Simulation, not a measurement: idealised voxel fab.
This section sets out a process module, namely voxel self aligned contacts.
The width of the displayed cross-section, cut, is 215 nm; its cells are square, with a size of 5 nm.
Cross-section spec: square-cell grid; bands listed top down; each band is one or more rows.
Band: top height; bottom height; in nm. Then, left to right: material with width in nm, for each material. "edge to edge": a single material spanning edge to edge. "empty": empty space.
The reference from which all heights are counted is 0, the level beneath which the as-received wafer is entirely one material; the lowest band, having no lower bound, proceeds downward and is written after the example "0 nm and below".
The width entry "30..40" should be interpreted row by row: the top row of cells in the band takes the first number, the bottom row takes the second number, and the change between adjacent rows is uniform throughout.
The designation "no modifications", where it is given for a processing step, indicates that no cell of the cross-section was altered in the course of that step.
Fully enclosed voids: empty space of 8 cells or more with no open way to the top, each as width x height at its distance from the left edge, in nm
Note: text after step settings on the step line = simulator remark on that step.
overlay nm: right-of-plan distance of the mask on a masked step; negative values mean left-of-plan.

The planned process steps are enumerated hereunder:
1,op RECEIVE | material Si
2,op CONFORMAL_DEP | material SiO2 | thk nm 5
3,op DIRECTIONAL_DEP | material polySi | thk nm 30
4,op DIRECTIONAL_DEP | material SiN | thk nm 25
5,op PATTERN | tone cover | mask id GATE | material resist | width nm 30 | pitch nm 70 | thk nm 15 | overlay nm 0
6,op DIRECTIONAL_ETCH | etch materials SiN | depth nm 25
7,op DIRECTIONAL_ETCH | etch materials polySi | depth nm 30
8,op STRIP | etch materials resist
9,op CONFORMAL_DEP | material SiN | thk nm 10
10,op DIRECTIONAL_ETCH | etch materials SiN | depth nm 10
11,op FILL_DEP | material SiO2 | thk nm 10
12,op CMP | height nm 65
13,op DIRECTIONAL_DEP | material aC | thk nm 15
14,op PATTERN | tone open | mask id CONTACT | material resist | width nm 40 | pitch nm 70 | thk nm 35 | overlay nm 0
15,op DIRECTIONAL_ETCH | etch materials aC | depth nm 15
16,op STRIP | etch materials resist
17,op DIRECTIONAL_ETCH | etch materials SiO2 | depth nm 65
18,op STRIP | etch materials aC
19,op CONFORMAL_DEP | material TiN | thk nm 5
20,op FILL_DEP | material W | thk nm 10
21,op CMP | height nm 65
22,op CONFORMAL_DEP | material SiN | thk nm 5
Across this set of wafers, the varied parameter is the width nm of step 14. Starting conditions are identical for every wafer, and the plan reports the value assigned to the first wafer.

Cross-section: the first of several wafers in its as-received state, i.e. following step 1:
- 0 nm and below: Si edge to edge
- Fully enclosed voids: none

End-of-module cross-section, first of several wafers, after last step 22:
- 70 nm to 65 nm: SiN edge to edge
- 65 nm to 60 nm: SiO2 50 nm / TiN 15 nm / W 10 nm / TiN 15 nm / SiO2 30 nm / TiN 15 nm / W 10 nm / TiN 15 nm / SiO2 55 nm
- 60 nm to 35 nm: SiO2 10 nm / SiN 50 nm / TiN 5 nm / W 10 nm / TiN 5 nm / SiN 50 nm / TiN 5 nm / W 10 nm / TiN 5 nm / SiN 50 nm / SiO2 15 nm
- 35 nm to 5 nm: SiO2 10 nm / SiN 10 nm / polySi 30 nm / SiN 10 nm / TiN 5 nm / W 10 nm / TiN 5 nm / SiN 10 nm / polySi 30 nm / SiN 10 nm / TiN 5 nm / W 10 nm / TiN 5 nm / SiN 10 nm / polySi 30 nm / SiN 10 nm / SiO2 15 nm
- 5 nm to 0 nm: SiO2 60 nm / TiN 20 nm / SiO2 50 nm / TiN 20 nm / SiO2 65 nm
- 0 nm and below: Si edge to edge
- Fully enclosed voids: none

At the end of the module, the last of several wafers in cross-section:
- 70 nm to 65 nm: SiN edge to edge
- 65 nm to 60 nm: SiO2 45 nm / TiN 20 nm / W 10 nm / TiN 25 nm / SiO2 15 nm / TiN 20 nm / W 10 nm / TiN 25 nm / SiO2 45 nm
- 60 nm to 35 nm: SiO2 10 nm / SiN 50 nm / TiN 5 nm / W 10 nm / TiN 5 nm / SiN 50 nm / TiN 5 nm / W 10 nm / TiN 5 nm / SiN 50 nm / SiO2 15 nm
- 35 nm to 5 nm: SiO2 10 nm / SiN 10 nm / polySi 30 nm / SiN 10 nm / TiN 5 nm / W 10 nm / TiN 5 nm / SiN 10 nm / polySi 30 nm / SiN 10 nm / TiN 5 nm / W 10 nm / TiN 5 nm / SiN 10 nm / polySi 30 nm / SiN 10 nm / SiO2 15 nm
- 5 nm to 0 nm: SiO2 60 nm / TiN 20 nm / SiO2 50 nm / TiN 20 nm / SiO2 65 nm
- 0 nm and below: Si edge to edge
- Fully enclosed voids: none

So in this table every wafer gets its own row, and what you see is where it stands at the end of the module: for each material, how many cells it picked up (+) or gave up (-) since we received it, and after that its closed voids:
width nm 40 | +265 SiN | +117 SiO2 | +64 TiN | +48 W | +108 polySi | Fully enclosed voids: none
width nm 45 | +265 SiN | +115 SiO2 | +66 TiN | +48 W | +108 polySi | Fully enclosed voids: none
width nm 50 | +265 SiN | +113 SiO2 | +68 TiN | +48 W | +108 polySi | Fully enclosed voids: none
width nm 55 | +265 SiN | +111 SiO2 | +70 TiN | +48 W | +108 polySi | Fully enclosed voids: none
